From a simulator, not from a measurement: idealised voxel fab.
Process module heading - voxel released beams
The figure presents cross-section cut, which has a width of 160 nm and is divided into square cells with an edge length of 5 nm.
Cross-section format: a grid of square cells, given as bands from top to bottom; each band is one or more rows of cells.
What a band's entry tells you: where the top is and where the bottom is, as heights in nm, and after that what lies inside, material by material from left to right, each with its width in nm. Empty space is written as the word "air", and a single material marked with the word "all across" occupies the band from edge to edge.
It should be noted that heights are counted from 0, beneath which the wafer as supplied is of one material throughout, and that the lowest band possesses no lower boundary but continues downward, as written in "0 nm and below".
Note: "30 to 40" means the width goes from the first number (top row of the band) to the second number (bottom row) in equal steps per row of cells.
Where the words "remained unchanged" appear for a step, the cross-section shows no cell changed by that step; every cell remained as before.
"Enclosed internal voids" specifies each empty space that is not open to the top and that occupies no fewer than 8 cells, using the form width x height at distance, the distance measured from the left edge and all three quantities in nm.
Heads up: the bit after the settings on a step's line is the simulator's remark on that step.
Each step line may optionally specify "overlay nm", which for a step with a mask gives the rightward distance between the mask's planned place and where it lay, a negative value indicating the leftward direction.

The planned process steps are enumerated hereunder:
| 1 | RECEIVE: material Si |
| 2 | CONFORMAL_DEP: material SiN, thk nm 5 |
| 3 | DIRECTIONAL_DEP: material SiO2, thk nm 15 |
| 4 | DIRECTIONAL_DEP: material aC, thk nm 15 |
| 5 | PATTERN: tone open, mask id ANCHOR, material resist, width nm 35, thk nm 35, overlay nm 0 |
| 6 | DIRECTIONAL_ETCH: etch materials aC, depth nm 15 |
| 7 | STRIP: etch materials resist |
| 8 | DIRECTIONAL_ETCH: etch materials SiO2, depth nm 15 |
| 9 | STRIP: etch materials aC |
| 10 | CONFORMAL_DEP: material W, thk nm 15 |
| 11 | PATTERN: tone cover, mask id BEAM, material resist, width nm 110, thk nm 15, overlay nm 0 |
| 12 | DIRECTIONAL_ETCH: etch materials W, depth nm 15 |
| 13 | STRIP: etch materials resist |
| 14 | STRIP: etch materials SiO2 |

Incoming wafer, cross-sectional view, post step 1:
- 0 nm and below  Si all across
- Enclosed internal voids: none

Post-module cross-section of the first of two wafers (run per plan):
- 35 nm to 20 nm  air 20; W 20; air 5; W 85; air 30
- 20 nm to 5 nm  air 25; W 35; air 100
- 5 nm to 0 nm  SiN all across
- 0 nm and below  Si all across
- Enclosed internal voids: none

Same start, same plan as the first wafer - but one mistake in the run. Cross-section of the second of the two at the end of the module:
- 35 nm to 20 nm  air 20; W 55; air 85
- 20 nm to 5 nm  air 10; W 15; SiO2 35; W 70; air 30
- 5 nm to 0 nm  SiN all across
- 0 nm and below  Si all across
- Enclosed internal voids: none
Run error: step 5 ran with different settings than intended, the actual operation and settings being PATTERN: tone cover, mask id ANCHOR, material resist, width nm 35, thk nm 35, overlay nm 0
Final cells, second wafer relative to first, materials higher or lower: +21 SiO2
